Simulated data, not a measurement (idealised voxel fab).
Herein follows the process module entitled voxel wiring stack.
Square cells of 5 nm make up the cross-section cut, whose width is 180 nm.
Cross-section layout: square cells on a grid; listed as bands, top to bottom; a band spans one or more cell rows. A band entry consists of two parts. The first gives the height of the band's top and the height of its bottom, in nm. The rest lists the band's materials from left to right, each with its width in nm. A single material labelled with the word "edge to edge" fills the band from edge to edge, and the word "empty" marks empty space. Height reference: 0 = level under which incoming wafer is all one material. Lowest band: no bottom, runs on downward, e.g. "0 -> down". The width entry "30->40" should be interpreted row by row: the top row of cells in the band takes the first number, the bottom row takes the second number, and the change between adjacent rows is uniform throughout. Take "left unchanged" at face value: in the step it is given for, the cross-section changed in none of its cells. Entry "Sealed void listing". Content: empty spaces with no open connection to the top, size 8 cells or greater. Each: width x height at distance. Distance: from left edge. Unit: nm. Past the settings on a step's line: simulator remark, on that step. Among the settings permitted on a step's line is "overlay nm"; applied to a step with a mask, it specifies the extent to which the mask lay to the right of its planned position, whereas a negative figure signifies a position to the left.

PROCESS STEPS - PLAN
1 RECEIVE with material Si
2 CONFORMAL_DEP with material SiO2, thk nm 10
3 CONFORMAL_DEP with material SiN, thk nm 5
4 DIRECTIONAL_DEP with material SiO2, thk nm 25
5 MASKED_ETCH with tone open, mask id METAL_1, width nm 30, pitch nm 55, etch materials SiO2, depth nm 25, overlay nm 0
6 MASKED_ETCH with tone open, mask id METAL_1, width nm 30, pitch nm 55, etch materials SiN, depth nm 5, overlay nm 0
7 CONFORMAL_DEP with material TiN, thk nm 5
8 FILL_DEP with material Cu, thk nm 5
9 CMP with height nm 40
10 CONFORMAL_DEP with material SiCN, thk nm 5
11 DIRECTIONAL_DEP with material lowk, thk nm 15
12 DIRECTIONAL_DEP with material aC, thk nm 15
13 PATTERN with tone open, mask id PLUG_1, material resist, width nm 15, thk nm 35, overlay nm 0
14 DIRECTIONAL_ETCH with etch materials aC, depth nm 15
15 STRIP with etch materials resist
16 DIRECTIONAL_ETCH with etch materials lowk, depth nm 15
17 DIRECTIONAL_ETCH with etch materials SiCN, depth nm 5
18 STRIP with etch materials aC
19 EPI with material Ru, thk nm 10
20 EPI with material Ru, thk nm 10
21 CONFORMAL_DEP with material SiCN, thk nm 5
22 DIRECTIONAL_DEP with material SiO2, thk nm 15
23 DIRECTIONAL_DEP with material aC, thk nm 15
24 PATTERN with tone open, mask id METAL_2, material resist, width nm 30, pitch nm 55, thk nm 35, overlay nm 0
25 DIRECTIONAL_ETCH with etch materials aC, depth nm 15
26 STRIP with etch materials resist
27 DIRECTIONAL_ETCH with etch materials SiO2, depth nm 15
28 DIRECTIONAL_ETCH with etch materials SiCN, depth nm 5
29 STRIP with etch materials aC
30 CONFORMAL_DEP with material TiN, thk nm 5
31 FILL_DEP with material W, thk nm 10
32 CMP with height nm 80
33 CONFORMAL_DEP with material SiCN, thk nm 5
34 DIRECTIONAL_DEP with material SiO2, thk nm 15
35 DIRECTIONAL_DEP with material aC, thk nm 15
36 PATTERN with tone open, mask id PLUG_2, material resist, width nm 15, pitch nm 55, thk nm 30, overlay nm 0
37 DIRECTIONAL_ETCH with etch materials aC, depth nm 15
38 STRIP with etch materials resist
39 DIRECTIONAL_ETCH with etch materials SiO2, depth nm 15
40 DIRECTIONAL_ETCH with etch materials SiCN, depth nm 5
41 STRIP with etch materials aC
42 CONFORMAL_DEP with material TiN, thk nm 5
43 FILL_DEP with material Ru, thk nm 5
44 CMP with height nm 100
45 DIRECTIONAL_DEP with material TiN, thk nm 5
46 DIRECTIONAL_DEP with material Ru, thk nm 25
47 MASKED_ETCH with tone cover, mask id METAL_3, width nm 30, pitch nm 55, etch materials Ru, depth nm 25, overlay nm 0
48 MASKED_ETCH with tone cover, mask id METAL_3, width nm 30, pitch nm 55, etch materials TiN, depth nm 5, overlay nm 0
49 CONFORMAL_DEP with material SiCN, thk nm 5
50 FILL_DEP with material SiO2, thk nm 5
51 CMP with height nm 130
52 CONFORMAL_DEP with material SiCN, thk nm 5
53 DIRECTIONAL_DEP with material lowk, thk nm 25
54 PATTERN with tone open, mask id METAL_4_HOLES, material resist, width nm 15, pitch nm 55, thk nm 15, overlay nm 0
55 DIRECTIONAL_ETCH with etch materials lowk, depth nm 25
56 STRIP with etch materials resist
57 MASKED_ETCH with tone open, mask id METAL_4, width nm 30, pitch nm 55, etch materials lowk, depth nm 15, overlay nm 0
58 MASKED_ETCH with tone open, mask id METAL_4, width nm 30, pitch nm 55, etch materials SiCN, depth nm 5, overlay nm 0
59 CONFORMAL_DEP with material TiN, thk nm 5
60 FILL_DEP with material Cu, thk nm 10
61 CMP with height nm 160
62 CONFORMAL_DEP with material SiCN, thk nm 5

THE FIRST WAFER OF TWO, PROCESSED AS PLANNED

SO THIS IS THE INCOMING WAFER IN CROSS-SECTION - IT'S ALREADY BEEN THROUGH STEP 1
	0 -> down | Si edge to edge
	Sealed void listing: none

CROSS-SECTION THROUGH THE WAFER, STEP 2 FINISHED
	10 -> 0 | SiO2 edge to edge
	Below 0, no change.

CROSS-SECTION THROUGH THE WAFER, STEP 3 FINISHED
	15 -> 10 | SiN edge to edge
	Below 10, no change.

CROSS-SECTION THROUGH THE WAFER, STEP 4 FINISHED
	40 -> 15 | SiO2 edge to edge
	Below 15, no change.

CROSS-SECTION THROUGH THE WAFER, STEP 5 FINISHED
	40 -> 15 | SiO2 (45), then empty (30), then SiO2 (25), then empty (30), then SiO2 (50)
	Below 15, no change.

CROSS-SECTION THROUGH THE WAFER, STEP 6 FINISHED
	40 -> 15 | SiO2 (45), then empty (30), then SiO2 (25), then empty (30), then SiO2 (50)
	15 -> 10 | SiN (45), then empty (30), then SiN (25), then empty (30), then SiN (50)
	Below 10, no change.

CROSS-SECTION THROUGH THE WAFER, STEP 7 FINISHED
	45 -> 40 | TiN (50), then empty (20), then TiN (35), then empty (20), then TiN (55)
	40 -> 15 | SiO2 (45), then TiN (5), then empty (20), then TiN (5), then SiO2 (25), then TiN (5), then empty (20), then TiN (5), then SiO2 (50)
	15 -> 10 | SiN (45), then TiN (30), then SiN (25), then TiN (30), then SiN (50)
	Below 10, no change.

CROSS-SECTION THROUGH THE WAFER, STEP 8 FINISHED
	50 -> 45 | Cu edge to edge
	45 -> 40 | TiN (50), then Cu (20), then TiN (35), then Cu (20), then TiN (55)
	40 -> 15 | SiO2 (45), then TiN (5), then Cu (20), then TiN (5), then SiO2 (25), then TiN (5), then Cu (20), then TiN (5), then SiO2 (50)
	Below 15, no change.

CROSS-SECTION THROUGH THE WAFER, STEP 9 FINISHED
	40 -> 15 | SiO2 (45), then TiN (5), then Cu (20), then TiN (5), then SiO2 (25), then TiN (5), then Cu (20), then TiN (5), then SiO2 (50)
	Below 15, no change.

CROSS-SECTION THROUGH THE WAFER, STEP 10 FINISHED
	45 -> 40 | SiCN edge to edge
	Below 40, no change.

CROSS-SECTION THROUGH THE WAFER, STEP 11 FINISHED
	60 -> 45 | lowk edge to edge
	Below 45, no change.

CROSS-SECTION THROUGH THE WAFER, STEP 12 FINISHED
	75 -> 60 | aC edge to edge
	Below 60, no change.

CROSS-SECTION THROUGH THE WAFER, STEP 13 FINISHED
	110 -> 75 | resist (45), then empty (15), then resist (120)
	Below 75, no change.

CROSS-SECTION THROUGH THE WAFER, STEP 14 FINISHED
	95 -> 75 | resist (45), then empty (15), then resist (120)
	75 -> 60 | aC (45), then empty (15), then aC (120)
	Below 60, no change.

CROSS-SECTION THROUGH THE WAFER, STEP 15 FINISHED
	75 -> 60 | aC (45), then empty (15), then aC (120)
	Below 60, no change.

CROSS-SECTION THROUGH THE WAFER, STEP 16 FINISHED
	75 -> 60 | aC (45), then empty (15), then aC (120)
	60 -> 45 | lowk (45), then empty (15), then lowk (120)
	Below 45, no change.

CROSS-SECTION THROUGH THE WAFER, STEP 17 FINISHED
	75 -> 60 | aC (45), then empty (15), then aC (120)
	60 -> 45 | lowk (45), then empty (15), then lowk (120)
	45 -> 40 | SiCN (45), then empty (15), then SiCN (120)
	Below 40, no change.

CROSS-SECTION THROUGH THE WAFER, STEP 18 FINISHED
	60 -> 45 | lowk (45), then empty (15), then lowk (120)
	Below 45, no change.

CROSS-SECTION THROUGH THE WAFER, STEP 19 FINISHED
	60 -> 50 | lowk (45), then empty (15), then lowk (120)
	50 -> 45 | lowk (45), then Ru (15), then lowk (120)
	45 -> 40 | SiCN (45), then Ru (15), then SiCN (120)
	Below 40, no change.

CROSS-SECTION THROUGH THE WAFER, STEP 20 FINISHED
	60 -> 45 | lowk (45), then Ru (15), then lowk (120)
	Below 45, no change.

CROSS-SECTION THROUGH THE WAFER, STEP 21 FINISHED
	65 -> 60 | SiCN edge to edge
	Below 60, no change.

CROSS-SECTION THROUGH THE WAFER, STEP 22 FINISHED
	80 -> 65 | SiO2 edge to edge
	Below 65, no change.

CROSS-SECTION THROUGH THE WAFER, STEP 23 FINISHED
	95 -> 80 | aC edge to edge
	Below 80, no change.

CROSS-SECTION THROUGH THE WAFER, STEP 24 FINISHED
	130 -> 95 | resist (45), then empty (30), then resist (25), then empty (30), then resist (50)
	Below 95, no change.

CROSS-SECTION THROUGH THE WAFER, STEP 25 FINISHED
	115 -> 95 | resist (45), then empty (30), then resist (25), then empty (30), then resist (50)
	95 -> 80 | aC (45), then empty (30), then aC (25), then empty (30), then aC (50)
	Below 80, no change.

CROSS-SECTION THROUGH THE WAFER, STEP 26 FINISHED
	95 -> 80 | aC (45), then empty (30), then aC (25), then empty (30), then aC (50)
	Below 80, no change.

CROSS-SECTION THROUGH THE WAFER, STEP 27 FINISHED
	95 -> 80 | aC (45), then empty (30), then aC (25), then empty (30), then aC (50)
	80 -> 65 | SiO2 (45), then empty (30), then SiO2 (25), then empty (30), then SiO2 (50)
	Below 65, no change.

CROSS-SECTION THROUGH THE WAFER, STEP 28 FINISHED
	95 -> 80 | aC (45), then empty (30), then aC (25), then empty (30), then aC (50)
	80 -> 65 | SiO2 (45), then empty (30), then SiO2 (25), then empty (30), then SiO2 (50)
	65 -> 60 | SiCN (45), then empty (30), then SiCN (25), then empty (30), then SiCN (50)
	Below 60, no change.

CROSS-SECTION THROUGH THE WAFER, STEP 29 FINISHED
	80 -> 65 | SiO2 (45), then empty (30), then SiO2 (25), then empty (30), then SiO2 (50)
	Below 65, no change.

CROSS-SECTION THROUGH THE WAFER, STEP 30 FINISHED
	85 -> 80 | TiN (50), then empty (20), then TiN (35), then empty (20), then TiN (55)
	80 -> 65 | SiO2 (45), then TiN (5), then empty (20), then TiN (5), then SiO2 (25), then TiN (5), then empty (20), then TiN (5), then SiO2 (50)
	65 -> 60 | SiCN (45), then TiN (30), then SiCN (25), then TiN (30), then SiCN (50)
	Below 60, no change.

CROSS-SECTION THROUGH THE WAFER, STEP 31 FINISHED
	95 -> 85 | W edge to edge
	85 -> 80 | TiN (50), then W (20), then TiN (35), then W (20), then TiN (55)
	80 -> 65 | SiO2 (45), then TiN (5), then W (20), then TiN (5), then SiO2 (25), then TiN (5), then W (20), then TiN (5), then SiO2 (50)
	Below 65, no change.

CROSS-SECTION THROUGH THE WAFER, STEP 32 FINISHED
	80 -> 65 | SiO2 (45), then TiN (5), then W (20), then TiN (5), then SiO2 (25), then TiN (5), then W (20), then TiN (5), then SiO2 (50)
	Below 65, no change.

CROSS-SECTION THROUGH THE WAFER, STEP 33 FINISHED
	85 -> 80 | SiCN edge to edge
	Below 80, no change.

CROSS-SECTION THROUGH THE WAFER, STEP 34 FINISHED
	100 -> 85 | SiO2 edge to edge
	Below 85, no change.

CROSS-SECTION THROUGH THE WAFER, STEP 35 FINISHED
	115 -> 100 | aC edge to edge
	Below 100, no change.

CROSS-SECTION THROUGH THE WAFER, STEP 36 FINISHED
	145 -> 115 | resist (45), then empty (15), then resist (40), then empty (15), then resist (65)
	Below 115, no change.

CROSS-SECTION THROUGH THE WAFER, STEP 37 FINISHED
	130 -> 115 | resist (45), then empty (15), then resist (40), then empty (15), then resist (65)
	115 -> 100 | aC (45), then empty (15), then aC (40), then empty (15), then aC (65)
	Below 100, no change.

CROSS-SECTION THROUGH THE WAFER, STEP 38 FINISHED
	115 -> 100 | aC (45), then empty (15), then aC (40), then empty (15), then aC (65)
	Below 100, no change.

CROSS-SECTION THROUGH THE WAFER, STEP 39 FINISHED
	115 -> 100 | aC (45), then empty (15), then aC (40), then empty (15), then aC (65)
	100 -> 85 | SiO2 (45), then empty (15), then SiO2 (40), then empty (15), then SiO2 (65)
	Below 85, no change.

CROSS-SECTION THROUGH THE WAFER, STEP 40 FINISHED
	115 -> 100 | aC (45), then empty (15), then aC (40), then empty (15), then aC (65)
	100 -> 85 | SiO2 (45), then empty (15), then SiO2 (40), then empty (15), then SiO2 (65)
	85 -> 80 | SiCN (45), then empty (15), then SiCN (40), then empty (15), then SiCN (65)
	Below 80, no change.

CROSS-SECTION THROUGH THE WAFER, STEP 41 FINISHED
	100 -> 85 | SiO2 (45), then empty (15), then SiO2 (40), then empty (15), then SiO2 (65)
	Below 85, no change.

CROSS-SECTION THROUGH THE WAFER, STEP 42 FINISHED
	105 -> 100 | TiN (50), then empty (5), then TiN (50), then empty (5), then TiN (70)
	100 -> 85 | SiO2 (45), then TiN (5), then empty (5), then TiN (5), then SiO2 (40), then TiN (5), then empty (5), then TiN (5), then SiO2 (65)
	85 -> 80 | SiCN (45), then TiN (15), then SiCN (40), then TiN (15), then SiCN (65)
	Below 80, no change.

CROSS-SECTION THROUGH THE WAFER, STEP 43 FINISHED
	110 -> 105 | Ru edge to edge
	105 -> 100 | TiN (50), then Ru (5), then TiN (50), then Ru (5), then TiN (70)
	100 -> 85 | SiO2 (45), then TiN (5), then Ru (5), then TiN (5), then SiO2 (40), then TiN (5), then Ru (5), then TiN (5), then SiO2 (65)
	Below 85, no change.

CROSS-SECTION THROUGH THE WAFER, STEP 44 FINISHED
	100 -> 85 | SiO2 (45), then TiN (5), then Ru (5), then TiN (5), then SiO2 (40), then TiN (5), then Ru (5), then TiN (5), then SiO2 (65)
	Below 85, no change.

CROSS-SECTION THROUGH THE WAFER, STEP 45 FINISHED
	105 -> 100 | TiN edge to edge
	Below 100, no change.

CROSS-SECTION THROUGH THE WAFER, STEP 46 FINISHED
	130 -> 105 | Ru edge to edge
	Below 105, no change.

CROSS-SECTION THROUGH THE WAFER, STEP 47 FINISHED
	130 -> 105 | empty (45), then Ru (30), then empty (25), then Ru (30), then empty (50)
	Below 105, no change.

CROSS-SECTION THROUGH THE WAFER, STEP 48 FINISHED
	130 -> 105 | empty (45), then Ru (30), then empty (25), then Ru (30), then empty (50)
	105 -> 100 | empty (45), then TiN (30), then empty (25), then TiN (30), then empty (50)
	Below 100, no change.

CROSS-SECTION THROUGH THE WAFER, STEP 49 FINISHED
	135 -> 130 | empty (40), then SiCN (40), then empty (15), then SiCN (40), then empty (45)
	130 -> 105 | empty (40), then SiCN (5), then Ru (30), then SiCN (5), then empty (15), then SiCN (5), then Ru (30), then SiCN (5), then empty (45)
	105 -> 100 | SiCN (45), then TiN (30), then SiCN (25), then TiN (30), then SiCN (50)
	Below 100, no change.

CROSS-SECTION THROUGH THE WAFER, STEP 50 FINISHED
	140 -> 135 | SiO2 edge to edge
	135 -> 130 | SiO2 (40), then SiCN (40), then SiO2 (15), then SiCN (40), then SiO2 (45)
	130 -> 105 | SiO2 (40), then SiCN (5), then Ru (30), then SiCN (5), then SiO2 (15), then SiCN (5), then Ru (30), then SiCN (5), then SiO2 (45)
	Below 105, no change.

CROSS-SECTION THROUGH THE WAFER, STEP 51 FINISHED
	130 -> 105 | SiO2 (40), then SiCN (5), then Ru (30), then SiCN (5), then SiO2 (15), then SiCN (5), then Ru (30), then SiCN (5), then SiO2 (45)
	Below 105, no change.

CROSS-SECTION THROUGH THE WAFER, STEP 52 FINISHED
	135 -> 130 | SiCN edge to edge
	Below 130, no change.

CROSS-SECTION THROUGH THE WAFER, STEP 53 FINISHED
	160 -> 135 | lowk edge to edge
	Below 135, no change.

CROSS-SECTION THROUGH THE WAFER, STEP 54 FINISHED
	175 -> 160 | resist (45), then empty (15), then resist (40), then empty (15), then resist (65)
	Below 160, no change.

CROSS-SECTION THROUGH THE WAFER, STEP 55 FINISHED
	175 -> 160 | resist (45), then empty (15), then resist (40), then empty (15), then resist (65)
	160 -> 135 | lowk (45), then empty (15), then lowk (40), then empty (15), then lowk (65)
	Below 135, no change.

CROSS-SECTION THROUGH THE WAFER, STEP 56 FINISHED
	160 -> 135 | lowk (45), then empty (15), then lowk (40), then empty (15), then lowk (65)
	Below 135, no change.

CROSS-SECTION THROUGH THE WAFER, STEP 57 FINISHED
	160 -> 145 | lowk (45), then empty (30), then lowk (25), then empty (30), then lowk (50)
	Below 145, no change.

CROSS-SECTION THROUGH THE WAFER, STEP 58 FINISHED
	160 -> 145 | lowk (45), then empty (30), then lowk (25), then empty (30), then lowk (50)
	145 -> 135 | lowk (45), then empty (15), then lowk (40), then empty (15), then lowk (65)
	135 -> 130 | SiCN (45), then empty (15), then SiCN (40), then empty (15), then SiCN (65)
	Below 130, no change.

CROSS-SECTION THROUGH THE WAFER, STEP 59 FINISHED
	165 -> 160 | TiN (50), then empty (20), then TiN (35), then empty (20), then TiN (55)
	160 -> 150 | lowk (45), then TiN (5), then empty (20), then TiN (5), then lowk (25), then TiN (5), then empty (20), then TiN (5), then lowk (50)
	150 -> 145 | lowk (45), then TiN (5), then empty (5), then TiN (20), then lowk (25), then TiN (5), then empty (5), then TiN (20), then lowk (50)
	145 -> 135 | lowk (45), then TiN (5), then empty (5), then TiN (5), then lowk (40), then TiN (5), then empty (5), then TiN (5), then lowk (65)
	135 -> 130 | SiCN (45), then TiN (15), then SiCN (40), then TiN (15), then SiCN (65)
	Below 130, no change.

CROSS-SECTION THROUGH THE WAFER, STEP 60 FINISHED
	175 -> 165 | Cu edge to edge
	165 -> 160 | TiN (50), then Cu (20), then TiN (35), then Cu (20), then TiN (55)
	160 -> 150 | lowk (45), then TiN (5), then Cu (20), then TiN (5), then lowk (25), then TiN (5), then Cu (20), then TiN (5), then lowk (50)
	150 -> 145 | lowk (45), then TiN (5), then Cu (5), then TiN (20), then lowk (25), then TiN (5), then Cu (5), then TiN (20), then lowk (50)
	145 -> 135 | lowk (45), then TiN (5), then Cu (5), then TiN (5), then lowk (40), then TiN (5), then Cu (5), then TiN (5), then lowk (65)
	Below 135, no change.

CROSS-SECTION THROUGH THE WAFER, STEP 61 FINISHED
	160 -> 150 | lowk (45), then TiN (5), then Cu (20), then TiN (5), then lowk (25), then TiN (5), then Cu (20), then TiN (5), then lowk (50)
	Below 150, no change.

CROSS-SECTION THROUGH THE WAFER, STEP 62 FINISHED
	165 -> 160 | SiCN edge to edge
	Below 160, no change.

THE SECOND WAFER BEGAN EXACTLY AS THE FIRST DID AND FOLLOWED THE SAME PLAN, BUT ONE MISTAKE WAS MADE WHILE RUNNING IT; THROUGH STEP 53 INCLUSIVE, THE TWO WAFERS ARE IDENTICAL

THE SECOND WAFER CUT THROUGH, AT THE TIME STEP 54 WAS SUPPOSED TO BE FINISHED
	175 -> 160 | resist (45), then empty (20), then resist (35), then empty (20), then resist (60)
	Below 160, no change.

THE SECOND WAFER CUT THROUGH, AT THE TIME STEP 55 WAS SUPPOSED TO BE FINISHED
	175 -> 160 | resist (45), then empty (20), then resist (35), then empty (20), then resist (60)
	160 -> 135 | lowk (45), then empty (20), then lowk (35), then empty (20), then lowk (60)
	Below 135, no change.

THE SECOND WAFER CUT THROUGH, AT THE TIME STEP 56 WAS SUPPOSED TO BE FINISHED
	160 -> 135 | lowk (45), then empty (20), then lowk (35), then empty (20), then lowk (60)
	Below 135, no change.

THE SECOND WAFER CUT THROUGH, AT THE TIME STEP 57 WAS SUPPOSED TO BE FINISHED
	160 -> 145 | lowk (45), then empty (30), then lowk (25), then empty (30), then lowk (50)
	Below 145, no change.

THE SECOND WAFER CUT THROUGH, AT THE TIME STEP 58 WAS SUPPOSED TO BE FINISHED
	160 -> 145 | lowk (45), then empty (30), then lowk (25), then empty (30), then lowk (50)
	145 -> 135 | lowk (45), then empty (20), then lowk (35), then empty (20), then lowk (60)
	135 -> 130 | SiCN (45), then empty (20), then SiCN (35), then empty (20), then SiCN (60)
	Below 130, no change.

THE SECOND WAFER CUT THROUGH, AT THE TIME STEP 59 WAS SUPPOSED TO BE FINISHED
	165 -> 160 | TiN (50), then empty (20), then TiN (35), then empty (20), then TiN (55)
	160 -> 150 | lowk (45), then TiN (5), then empty (20), then TiN (5), then lowk (25), then TiN (5), then empty (20), then TiN (5), then lowk (50)
	150 -> 145 | lowk (45), then TiN (5), then empty (10), then TiN (15), then lowk (25), then TiN (5), then empty (10), then TiN (15), then lowk (50)
	145 -> 135 | lowk (45), then TiN (5), then empty (10), then TiN (5), then lowk (35), then TiN (5), then empty (10), then TiN (5), then lowk (60)
	135 -> 130 | SiCN (45), then TiN (20), then SiCN (35), then TiN (20), then SiCN (60)
	Below 130, no change.

THE SECOND WAFER CUT THROUGH, AT THE TIME STEP 60 WAS SUPPOSED TO BE FINISHED
	175 -> 165 | Cu edge to edge
	165 -> 160 | TiN (50), then Cu (20), then TiN (35), then Cu (20), then TiN (55)
	160 -> 150 | lowk (45), then TiN (5), then Cu (20), then TiN (5), then lowk (25), then TiN (5), then Cu (20), then TiN (5), then lowk (50)
	150 -> 145 | lowk (45), then TiN (5), then Cu (10), then TiN (15), then lowk (25), then TiN (5), then Cu (10), then TiN (15), then lowk (50)
	145 -> 135 | lowk (45), then TiN (5), then Cu (10), then TiN (5), then lowk (35), then TiN (5), then Cu (10), then TiN (5), then lowk (60)
	Below 135, no change.

THE SECOND WAFER CUT THROUGH, AT THE TIME STEP 61 WAS SUPPOSED TO BE FINISHED
	160 -> 150 | lowk (45), then TiN (5), then Cu (20), then TiN (5), then lowk (25), then TiN (5), then Cu (20), then TiN (5), then lowk (50)
	Below 150, no change.

THE SECOND WAFER CUT THROUGH, AT THE TIME STEP 62 WAS SUPPOSED TO BE FINISHED
	165 -> 160 | SiCN edge to edge
	Below 160, no change.
The mistake made against the process plan was this: rather than as planned, step 54 actually ran as PATTERN with tone open, mask id METAL_4_HOLES, material resist, width nm 20, pitch nm 55, thk nm 15, overlay nm 0
Upon completion, the second wafer contains, in terms of cells, a greater or smaller amount of certain materials than the first wafer: Cu: 6 more, SiCN: 2 fewer, lowk: 4 fewer
